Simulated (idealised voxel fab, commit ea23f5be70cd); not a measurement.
Process module under the name voxel wiring stack
Pictured: cross-section cut, 190 nm wide, on a grid of 5 nm square cells.
Reading order for cross-sections: top band down to bottom band. Underlying form: a grid of square cells. Band size: one or more rows of cells. Look at the band entry: it leads with the top's height and the bottom's height in nm. Then it lists the materials left to right, with a width in nm for each. The word "edge to edge" on a single material says that material fills the band edge to edge. The word "empty" is empty space. A quick word on heights: they are counted from 0, and under that level the wafer as it came to us is one material throughout. The lowest band is different from the rest in having no bottom; it simply continues downward, written as in "0 -> down". With a width like "30..40", each row of cells in the band differs from the next by the same amount, the top row carrying the first number and the bottom row the second. The cross-section has no changed cell in any step marked "no alteration". Closed empty spaces (no open way to the top) of 8 cells or more are what "Sealed void inventory" lists, each as width x height at distance from the left edge, nm for all three. On each step's line, the part that comes after the settings is the simulator's own comment on the step. "overlay nm" answers the question of how far to the right of plan the mask lay on a step that has a mask, and when it is negative the answer is to the left.

[Planned step list for the process]
1: op RECEIVE | material Si
2: op CONFORMAL_DEP | material SiO2 | thk nm 10
3: op CONFORMAL_DEP | material SiCN | thk nm 5
4: op DIRECTIONAL_DEP | material SiO2 | thk nm 25
5: op MASKED_ETCH | tone open | mask id METAL_1 | width nm 30 | pitch nm 55 | etch materials SiO2 | depth nm 25 | overlay nm 0
6: op MASKED_ETCH | tone open | mask id METAL_1 | width nm 30 | pitch nm 55 | etch materials SiCN | depth nm 5 | overlay nm 0
7: op CONFORMAL_DEP | material TiN | thk nm 5
8: op FILL_DEP | material Cu | thk nm 10
9: op CMP | height nm 40
10: op EPI | material Ru | thk nm 5
11: op FILL_DEP | material SiCN | thk nm 5
12: op DIRECTIONAL_DEP | material lowk | thk nm 10
13: op MASKED_ETCH | tone open | mask id PLUG_1 | width nm 15 | pitch nm 55 | etch materials lowk | depth nm 10 | overlay nm 0
14: op MASKED_ETCH | tone open | mask id PLUG_1 | width nm 15 | pitch nm 55 | etch materials SiCN | depth nm 5 | overlay nm 0
15: op EPI | material Ru | thk nm 10
16: op EPI | material Ru | thk nm 5
17: op DIRECTIONAL_DEP | material TiN | thk nm 5
18: op DIRECTIONAL_DEP | material W | thk nm 25
19: op PATTERN | tone cover | mask id METAL_2 | material resist | width nm 30 | pitch nm 55 | thk nm 20 | overlay nm 0
20: op DIRECTIONAL_ETCH | etch materials W | depth nm 25
21: op DIRECTIONAL_ETCH | etch materials TiN | depth nm 5
22: op STRIP | etch materials resist
23: op CONFORMAL_DEP | material SiCN | thk nm 5
24: op FILL_DEP | material lowk | thk nm 5
25: op CMP | height nm 90
26: op CONFORMAL_DEP | material SiCN | thk nm 5
27: op DIRECTIONAL_DEP | material lowk | thk nm 15
28: op DIRECTIONAL_DEP | material aC | thk nm 15
29: op PATTERN | tone open | mask id PLUG_2 | material resist | width nm 15 | thk nm 30 | overlay nm 0
30: op DIRECTIONAL_ETCH | etch materials aC | depth nm 15
31: op STRIP | etch materials resist
32: op DIRECTIONAL_ETCH | etch materials lowk | depth nm 15
33: op DIRECTIONAL_ETCH | etch materials SiCN | depth nm 5
34: op STRIP | etch materials aC
35: op EPI | material Ru | thk nm 10
36: op EPI | material Ru | thk nm 10
37: op DIRECTIONAL_DEP | material TiN | thk nm 5
38: op DIRECTIONAL_DEP | material Ru | thk nm 15
39: op DIRECTIONAL_DEP | material aC | thk nm 15
40: op PATTERN | tone cover | mask id METAL_3 | material resist | width nm 30 | pitch nm 55 | thk nm 30 | overlay nm 0
41: op DIRECTIONAL_ETCH | etch materials aC | depth nm 15
42: op STRIP | etch materials resist
43: op DIRECTIONAL_ETCH | etch materials Ru | depth nm 15
44: op DIRECTIONAL_ETCH | etch materials TiN | depth nm 5
45: op STRIP | etch materials aC
46: op CONFORMAL_DEP | material SiN | thk nm 5
47: op FILL_DEP | material SiO2 | thk nm 10
48: op CMP | height nm 130
49: op CONFORMAL_DEP | material SiN | thk nm 5

[First out of two wafers; run went to plan]

[So this is the incoming wafer in cross-section - it's already been through step 1]
  0 -> down: Si edge to edge
  Sealed void inventory: none

[Wafer after step 2 (cross-section)]
  10 -> 0: SiO2 edge to edge
  Beneath the level 0, the cross-section is identical to its previous state.

[Wafer after step 3 (cross-section)]
  15 -> 10: SiCN edge to edge
  Beneath the level 10, the cross-section is identical to its previous state.

[Wafer after step 4 (cross-section)]
  40 -> 15: SiO2 edge to edge
  Beneath the level 15, the cross-section is identical to its previous state.

[Wafer after step 5 (cross-section)]
  40 -> 15: 50 of SiO2 | 30 of empty | 25 of SiO2 | 30 of empty | 55 of SiO2
  Beneath the level 15, the cross-section is identical to its previous state.

[Wafer after step 6 (cross-section)]
  40 -> 15: 50 of SiO2 | 30 of empty | 25 of SiO2 | 30 of empty | 55 of SiO2
  15 -> 10: 50 of SiCN | 30 of empty | 25 of SiCN | 30 of empty | 55 of SiCN
  Beneath the level 10, the cross-section is identical to its previous state.

[Wafer after step 7 (cross-section)]
  45 -> 40: 55 of TiN | 20 of empty | 35 of TiN | 20 of empty | 60 of TiN
  40 -> 15: 50 of SiO2 | 5 of TiN | 20 of empty | 5 of TiN | 25 of SiO2 | 5 of TiN | 20 of empty | 5 of TiN | 55 of SiO2
  15 -> 10: 50 of SiCN | 30 of TiN | 25 of SiCN | 30 of TiN | 55 of SiCN
  Beneath the level 10, the cross-section is identical to its previous state.

[Wafer after step 8 (cross-section)]
  55 -> 45: Cu edge to edge
  45 -> 40: 55 of TiN | 20 of Cu | 35 of TiN | 20 of Cu | 60 of TiN
  40 -> 15: 50 of SiO2 | 5 of TiN | 20 of Cu | 5 of TiN | 25 of SiO2 | 5 of TiN | 20 of Cu | 5 of TiN | 55 of SiO2
  Beneath the level 15, the cross-section is identical to its previous state.

[Wafer after step 9 (cross-section)]
  40 -> 15: 50 of SiO2 | 5 of TiN | 20 of Cu | 5 of TiN | 25 of SiO2 | 5 of TiN | 20 of Cu | 5 of TiN | 55 of SiO2
  Beneath the level 15, the cross-section is identical to its previous state.

[Wafer after step 10 (cross-section)]
  45 -> 40: 45 of empty | 40 of Ru | 15 of empty | 40 of Ru | 50 of empty
  Beneath the level 40, the cross-section is identical to its previous state.

[Wafer after step 11 (cross-section)]
  50 -> 45: SiCN edge to edge
  45 -> 40: 45 of SiCN | 40 of Ru | 15 of SiCN | 40 of Ru | 50 of SiCN
  Beneath the level 40, the cross-section is identical to its previous state.

[Wafer after step 12 (cross-section)]
  60 -> 50: lowk edge to edge
  Beneath the level 50, the cross-section is identical to its previous state.

[Wafer after step 13 (cross-section)]
  60 -> 50: 50 of lowk | 15 of empty | 40 of lowk | 15 of empty | 70 of lowk
  Beneath the level 50, the cross-section is identical to its previous state.

[Wafer after step 14 (cross-section)]
  60 -> 50: 50 of lowk | 15 of empty | 40 of lowk | 15 of empty | 70 of lowk
  50 -> 45: 50 of SiCN | 15 of empty | 40 of SiCN | 15 of empty | 70 of SiCN
  Beneath the level 45, the cross-section is identical to its previous state.

[Wafer after step 15 (cross-section)]
  60 -> 55: 50 of lowk | 15 of empty | 40 of lowk | 15 of empty | 70 of lowk
  55 -> 50: 50 of lowk | 15 of Ru | 40 of lowk | 15 of Ru | 70 of lowk
  50 -> 40: 50..45 of SiCN | 15..40 of Ru | 40..15 of SiCN | 15..40 of Ru | 70..50 of SiCN
  Beneath the level 40, the cross-section is identical to its previous state.

[Wafer after step 16 (cross-section)]
  60 -> 50: 50 of lowk | 15 of Ru | 40 of lowk | 15 of Ru | 70 of lowk
  Beneath the level 50, the cross-section is identical to its previous state.

[Wafer after step 17 (cross-section)]
  65 -> 60: TiN edge to edge
  Beneath the level 60, the cross-section is identical to its previous state.

[Wafer after step 18 (cross-section)]
  90 -> 65: W edge to edge
  Beneath the level 65, the cross-section is identical to its previous state.

[Wafer after step 19 (cross-section)]
  110 -> 90: 50 of empty | 30 of resist | 25 of empty | 30 of resist | 55 of empty
  Beneath the level 90, the cross-section is identical to its previous state.

[Wafer after step 20 (cross-section)]
  110 -> 90: 50 of empty | 30 of resist | 25 of empty | 30 of resist | 55 of empty
  90 -> 65: 50 of empty | 30 of W | 25 of empty | 30 of W | 55 of empty
  Beneath the level 65, the cross-section is identical to its previous state.

[Wafer after step 21 (cross-section)]
  110 -> 90: 50 of empty | 30 of resist | 25 of empty | 30 of resist | 55 of empty
  90 -> 65: 50 of empty | 30 of W | 25 of empty | 30 of W | 55 of empty
  65 -> 60: 50 of empty | 30 of TiN | 25 of empty | 30 of TiN | 55 of empty
  Beneath the level 60, the cross-section is identical to its previous state.

[Wafer after step 22 (cross-section)]
  90 -> 65: 50 of empty | 30 of W | 25 of empty | 30 of W | 55 of empty
  Beneath the level 65, the cross-section is identical to its previous state.

[Wafer after step 23 (cross-section)]
  95 -> 90: 45 of empty | 40 of SiCN | 15 of empty | 40 of SiCN | 50 of empty
  90 -> 65: 45 of empty | 5 of SiCN | 30 of W | 5 of SiCN | 15 of empty | 5 of SiCN | 30 of W | 5 of SiCN | 50 of empty
  65 -> 60: 50 of SiCN | 30 of TiN | 25 of SiCN | 30 of TiN | 55 of SiCN
  Beneath the level 60, the cross-section is identical to its previous state.

[Wafer after step 24 (cross-section)]
  100 -> 95: lowk edge to edge
  95 -> 90: 45 of lowk | 40 of SiCN | 15 of lowk | 40 of SiCN | 50 of lowk
  90 -> 65: 45 of lowk | 5 of SiCN | 30 of W | 5 of SiCN | 15 of lowk | 5 of SiCN | 30 of W | 5 of SiCN | 50 of lowk
  Beneath the level 65, the cross-section is identical to its previous state.

[Wafer after step 25 (cross-section)]
  90 -> 65: 45 of lowk | 5 of SiCN | 30 of W | 5 of SiCN | 15 of lowk | 5 of SiCN | 30 of W | 5 of SiCN | 50 of lowk
  Beneath the level 65, the cross-section is identical to its previous state.

[Wafer after step 26 (cross-section)]
  95 -> 90: SiCN edge to edge
  Beneath the level 90, the cross-section is identical to its previous state.

[Wafer after step 27 (cross-section)]
  110 -> 95: lowk edge to edge
  Beneath the level 95, the cross-section is identical to its previous state.

[Wafer after step 28 (cross-section)]
  125 -> 110: aC edge to edge
  Beneath the level 110, the cross-section is identical to its previous state.

[Wafer after step 29 (cross-section)]
  155 -> 125: 50 of resist | 15 of empty | 125 of resist
  Beneath the level 125, the cross-section is identical to its previous state.

[Wafer after step 30 (cross-section)]
  140 -> 125: 50 of resist | 15 of empty | 125 of resist
  125 -> 110: 50 of aC | 15 of empty | 125 of aC
  Beneath the level 110, the cross-section is identical to its previous state.

[Wafer after step 31 (cross-section)]
  125 -> 110: 50 of aC | 15 of empty | 125 of aC
  Beneath the level 110, the cross-section is identical to its previous state.

[Wafer after step 32 (cross-section)]
  125 -> 110: 50 of aC | 15 of empty | 125 of aC
  110 -> 95: 50 of lowk | 15 of empty | 125 of lowk
  Beneath the level 95, the cross-section is identical to its previous state.

[Wafer after step 33 (cross-section)]
  125 -> 110: 50 of aC | 15 of empty | 125 of aC
  110 -> 95: 50 of lowk | 15 of empty | 125 of lowk
  95 -> 90: 50 of SiCN | 15 of empty | 125 of SiCN
  Beneath the level 90, the cross-section is identical to its previous state.

[Wafer after step 34 (cross-section)]
  110 -> 95: 50 of lowk | 15 of empty | 125 of lowk
  Beneath the level 95, the cross-section is identical to its previous state.

[Wafer after step 35 (cross-section)]
  110 -> 100: 50 of lowk | 15 of empty | 125 of lowk
  100 -> 95: 50 of lowk | 15 of Ru | 125 of lowk
  95 -> 90: 50 of SiCN | 15 of Ru | 125 of SiCN
  Beneath the level 90, the cross-section is identical to its previous state.

[Wafer after step 36 (cross-section)]
  110 -> 95: 50 of lowk | 15 of Ru | 125 of lowk
  Beneath the level 95, the cross-section is identical to its previous state.

[Wafer after step 37 (cross-section)]
  115 -> 110: TiN edge to edge
  Beneath the level 110, the cross-section is identical to its previous state.

[Wafer after step 38 (cross-section)]
  130 -> 115: Ru edge to edge
  Beneath the level 115, the cross-section is identical to its previous state.

[Wafer after step 39 (cross-section)]
  145 -> 130: aC edge to edge
  Beneath the level 130, the cross-section is identical to its previous state.

[Wafer after step 40 (cross-section)]
  175 -> 145: 50 of empty | 30 of resist | 25 of empty | 30 of resist | 55 of empty
  Beneath the level 145, the cross-section is identical to its previous state.

[Wafer after step 41 (cross-section)]
  160 -> 145: 50 of empty | 30 of resist | 25 of empty | 30 of resist | 55 of empty
  145 -> 130: 50 of empty | 30 of aC | 25 of empty | 30 of aC | 55 of empty
  Beneath the level 130, the cross-section is identical to its previous state.

[Wafer after step 42 (cross-section)]
  145 -> 130: 50 of empty | 30 of aC | 25 of empty | 30 of aC | 55 of empty
  Beneath the level 130, the cross-section is identical to its previous state.

[Wafer after step 43 (cross-section)]
  145 -> 130: 50 of empty | 30 of aC | 25 of empty | 30 of aC | 55 of empty
  130 -> 115: 50 of empty | 30 of Ru | 25 of empty | 30 of Ru | 55 of empty
  Beneath the level 115, the cross-section is identical to its previous state.

[Wafer after step 44 (cross-section)]
  145 -> 130: 50 of empty | 30 of aC | 25 of empty | 30 of aC | 55 of empty
  130 -> 115: 50 of empty | 30 of Ru | 25 of empty | 30 of Ru | 55 of empty
  115 -> 110: 50 of empty | 30 of TiN | 25 of empty | 30 of TiN | 55 of empty
  Beneath the level 110, the cross-section is identical to its previous state.

[Wafer after step 45 (cross-section)]
  130 -> 115: 50 of empty | 30 of Ru | 25 of empty | 30 of Ru | 55 of empty
  Beneath the level 115, the cross-section is identical to its previous state.

[Wafer after step 46 (cross-section)]
  135 -> 130: 45 of empty | 40 of SiN | 15 of empty | 40 of SiN | 50 of empty
  130 -> 115: 45 of empty | 5 of SiN | 30 of Ru | 5 of SiN | 15 of empty | 5 of SiN | 30 of Ru | 5 of SiN | 50 of empty
  115 -> 110: 50 of SiN | 30 of TiN | 25 of SiN | 30 of TiN | 55 of SiN
  Beneath the level 110, the cross-section is identical to its previous state.

[Wafer after step 47 (cross-section)]
  145 -> 135: SiO2 edge to edge
  135 -> 130: 45 of SiO2 | 40 of SiN | 15 of SiO2 | 40 of SiN | 50 of SiO2
  130 -> 115: 45 of SiO2 | 5 of SiN | 30 of Ru | 5 of SiN | 15 of SiO2 | 5 of SiN | 30 of Ru | 5 of SiN | 50 of SiO2
  Beneath the level 115, the cross-section is identical to its previous state.

[Wafer after step 48 (cross-section)]
  130 -> 115: 45 of SiO2 | 5 of SiN | 30 of Ru | 5 of SiN | 15 of SiO2 | 5 of SiN | 30 of Ru | 5 of SiN | 50 of SiO2
  Beneath the level 115, the cross-section is identical to its previous state.

[Wafer after step 49 (cross-section)]
  135 -> 130: SiN edge to edge
  Beneath the level 130, the cross-section is identical to its previous state.

[Companion wafer, the second of two: same beginning, same intended sequence, one mistake in carrying it out; through step 18 inclusive it tracks the first exactly]

[Cross-section of the second wafer when, according to plan, step 19 should have finished]
  110 -> 90: 50 of resist | 30 of empty | 25 of resist | 30 of empty | 55 of resist
  Beneath the level 90, the cross-section is identical to its previous state.

[Cross-section of the second wafer when, according to plan, step 20 should have finished]
  110 -> 90: 50 of resist | 30 of empty | 25 of resist | 30 of empty | 55 of resist
  90 -> 65: 50 of W | 30 of empty | 25 of W | 30 of empty | 55 of W
  Beneath the level 65, the cross-section is identical to its previous state.

[Cross-section of the second wafer when, according to plan, step 21 should have finished]
  110 -> 90: 50 of resist | 30 of empty | 25 of resist | 30 of empty | 55 of resist
  90 -> 65: 50 of W | 30 of empty | 25 of W | 30 of empty | 55 of W
  65 -> 60: 50 of TiN | 30 of empty | 25 of TiN | 30 of empty | 55 of TiN
  Beneath the level 60, the cross-section is identical to its previous state.

[Cross-section of the second wafer when, according to plan, step 22 should have finished]
  90 -> 65: 50 of W | 30 of empty | 25 of W | 30 of empty | 55 of W
  Beneath the level 65, the cross-section is identical to its previous state.

[Cross-section of the second wafer when, according to plan, step 23 should have finished]
  95 -> 90: 55 of SiCN | 20 of empty | 35 of SiCN | 20 of empty | 60 of SiCN
  90 -> 65: 50 of W | 5 of SiCN | 20 of empty | 5 of SiCN | 25 of W | 5 of SiCN | 20 of empty | 5 of SiCN | 55 of W
  65 -> 60: 50 of TiN | 30 of SiCN | 25 of TiN | 30 of SiCN | 55 of TiN
  Beneath the level 60, the cross-section is identical to its previous state.

[Cross-section of the second wafer when, according to plan, step 24 should have finished]
  100 -> 95: lowk edge to edge
  95 -> 90: 55 of SiCN | 20 of lowk | 35 of SiCN | 20 of lowk | 60 of SiCN
  90 -> 65: 50 of W | 5 of SiCN | 20 of lowk | 5 of SiCN | 25 of W | 5 of SiCN | 20 of lowk | 5 of SiCN | 55 of W
  Beneath the level 65, the cross-section is identical to its previous state.

[Cross-section of the second wafer when, according to plan, step 25 should have finished]
  90 -> 65: 50 of W | 5 of SiCN | 20 of lowk | 5 of SiCN | 25 of W | 5 of SiCN | 20 of lowk | 5 of SiCN | 55 of W
  Beneath the level 65, the cross-section is identical to its previous state.

[Cross-section of the second wafer when, according to plan, step 26 should have finished]
  95 -> 90: SiCN edge to edge
  Beneath the level 90, the cross-section is identical to its previous state.

[Cross-section of the second wafer when, according to plan, step 27 should have finished]
  110 -> 95: lowk edge to edge
  Beneath the level 95, the cross-section is identical to its previous state.

[Cross-section of the second wafer when, according to plan, step 28 should have finished]
  125 -> 110: aC edge to edge
  Beneath the level 110, the cross-section is identical to its previous state.

[Cross-section of the second wafer when, according to plan, step 29 should have finished]
  155 -> 125: 50 of resist | 15 of empty | 125 of resist
  Beneath the level 125, the cross-section is identical to its previous state.

[Cross-section of the second wafer when, according to plan, step 30 should have finished]
  140 -> 125: 50 of resist | 15 of empty | 125 of resist
  125 -> 110: 50 of aC | 15 of empty | 125 of aC
  Beneath the level 110, the cross-section is identical to its previous state.

[Cross-section of the second wafer when, according to plan, step 31 should have finished]
  125 -> 110: 50 of aC | 15 of empty | 125 of aC
  Beneath the level 110, the cross-section is identical to its previous state.

[Cross-section of the second wafer when, according to plan, step 32 should have finished]
  125 -> 110: 50 of aC | 15 of empty | 125 of aC
  110 -> 95: 50 of lowk | 15 of empty | 125 of lowk
  Beneath the level 95, the cross-section is identical to its previous state.

[Cross-section of the second wafer when, according to plan, step 33 should have finished]
  125 -> 110: 50 of aC | 15 of empty | 125 of aC
  110 -> 95: 50 of lowk | 15 of empty | 125 of lowk
  95 -> 90: 50 of SiCN | 15 of empty | 125 of SiCN
  Beneath the level 90, the cross-section is identical to its previous state.

[Cross-section of the second wafer when, according to plan, step 34 should have finished]
  110 -> 95: 50 of lowk | 15 of empty | 125 of lowk
  Beneath the level 95, the cross-section is identical to its previous state.

Cross-section of the second wafer when, according to plan, step 35 should have finished: no alteration

Cross-section of the second wafer when, according to plan, step 36 should have finished: no alteration

[Cross-section of the second wafer when, according to plan, step 37 should have finished]
  115 -> 110: 50 of TiN | 15 of empty | 125 of TiN
  110 -> 95: 50 of lowk | 15 of empty | 125 of lowk
  95 -> 90: 50 of SiCN | 15 of TiN | 125 of SiCN
  Beneath the level 90, the cross-section is identical to its previous state.

[Cross-section of the second wafer when, according to plan, step 38 should have finished]
  130 -> 115: 50 of Ru | 15 of empty | 125 of Ru
  115 -> 110: 50 of TiN | 15 of empty | 125 of TiN
  110 -> 95: 50 of lowk | 15 of Ru | 125 of lowk
  Beneath the level 95, the cross-section is identical to its previous state.

[Cross-section of the second wafer when, according to plan, step 39 should have finished]
  145 -> 130: 50 of aC | 15 of empty | 125 of aC
  130 -> 125: 50 of Ru | 15 of empty | 125 of Ru
  125 -> 115: 50 of Ru | 15 of aC | 125 of Ru
  115 -> 110: 50 of TiN | 15 of aC | 125 of TiN
  Beneath the level 110, the cross-section is identical to its previous state.

[Cross-section of the second wafer when, according to plan, step 40 should have finished]
  175 -> 145: 50 of empty | 30 of resist | 25 of empty | 30 of resist | 55 of empty
  145 -> 130: 50 of aC | 15 of resist | 125 of aC
  130 -> 125: 50 of Ru | 15 of resist | 125 of Ru
  Beneath the level 125, the cross-section is identical to its previous state.

[Cross-section of the second wafer when, according to plan, step 41 should have finished]
  160 -> 145: 50 of empty | 30 of resist | 25 of empty | 30 of resist | 55 of empty
  145 -> 130: 50 of empty | 15 of resist | 15 of aC | 25 of empty | 30 of aC | 55 of empty
  Beneath the level 130, the cross-section is identical to its previous state.

[Cross-section of the second wafer when, according to plan, step 42 should have finished]
  145 -> 130: 65 of empty | 15 of aC | 25 of empty | 30 of aC | 55 of empty
  130 -> 125: 50 of Ru | 15 of empty | 125 of Ru
  Beneath the level 125, the cross-section is identical to its previous state.

[Cross-section of the second wafer when, according to plan, step 43 should have finished]
  145 -> 130: 65 of empty | 15 of aC | 25 of empty | 30 of aC | 55 of empty
  130 -> 125: 65 of empty | 15 of Ru | 25 of empty | 30 of Ru | 55 of empty
  125 -> 115: 50 of empty | 15 of aC | 15 of Ru | 25 of empty | 30 of Ru | 55 of empty
  Beneath the level 115, the cross-section is identical to its previous state.

[Cross-section of the second wafer when, according to plan, step 44 should have finished]
  145 -> 130: 65 of empty | 15 of aC | 25 of empty | 30 of aC | 55 of empty
  130 -> 125: 65 of empty | 15 of Ru | 25 of empty | 30 of Ru | 55 of empty
  125 -> 115: 50 of empty | 15 of aC | 15 of Ru | 25 of empty | 30 of Ru | 55 of empty
  115 -> 110: 50 of empty | 15 of aC | 15 of TiN | 25 of empty | 30 of TiN | 55 of empty
  Beneath the level 110, the cross-section is identical to its previous state.

[Cross-section of the second wafer when, according to plan, step 45 should have finished]
  130 -> 115: 65 of empty | 15 of Ru | 25 of empty | 30 of Ru | 55 of empty
  115 -> 110: 65 of empty | 15 of TiN | 25 of empty | 30 of TiN | 55 of empty
  Beneath the level 110, the cross-section is identical to its previous state.

[Cross-section of the second wafer when, according to plan, step 46 should have finished]
  135 -> 130: 60 of empty | 25 of SiN | 15 of empty | 40 of SiN | 50 of empty
  130 -> 115: 60 of empty | 5 of SiN | 15 of Ru | 5 of SiN | 15 of empty | 5 of SiN | 30 of Ru | 5 of SiN | 50 of empty
  115 -> 110: 65 of SiN | 15 of TiN | 25 of SiN | 30 of TiN | 55 of SiN
  Beneath the level 110, the cross-section is identical to its previous state.

[Cross-section of the second wafer when, according to plan, step 47 should have finished]
  145 -> 135: SiO2 edge to edge
  135 -> 130: 60 of SiO2 | 25 of SiN | 15 of SiO2 | 40 of SiN | 50 of SiO2
  130 -> 115: 60 of SiO2 | 5 of SiN | 15 of Ru | 5 of SiN | 15 of SiO2 | 5 of SiN | 30 of Ru | 5 of SiN | 50 of SiO2
  Beneath the level 115, the cross-section is identical to its previous state.

[Cross-section of the second wafer when, according to plan, step 48 should have finished]
  130 -> 115: 60 of SiO2 | 5 of SiN | 15 of Ru | 5 of SiN | 15 of SiO2 | 5 of SiN | 30 of Ru | 5 of SiN | 50 of SiO2
  Beneath the level 115, the cross-section is identical to its previous state.

[Cross-section of the second wafer when, according to plan, step 49 should have finished]
  135 -> 130: SiN edge to edge
  Beneath the level 130, the cross-section is identical to its previous state.
Deviation noted in wafer processing: step 19 ran as: op PATTERN | tone open | mask id METAL_2 | material resist | width nm 30 | pitch nm 55 | thk nm 20 | overlay nm 0
The final cell counts differ between the wafers, with the second having more or fewer of some materials than the first: Ru: 12 fewer | SiCN: 14 fewer | SiN: 3 more | SiO2: 9 more | TiN: 14 more | W: 70 more | lowk: 70 fewer
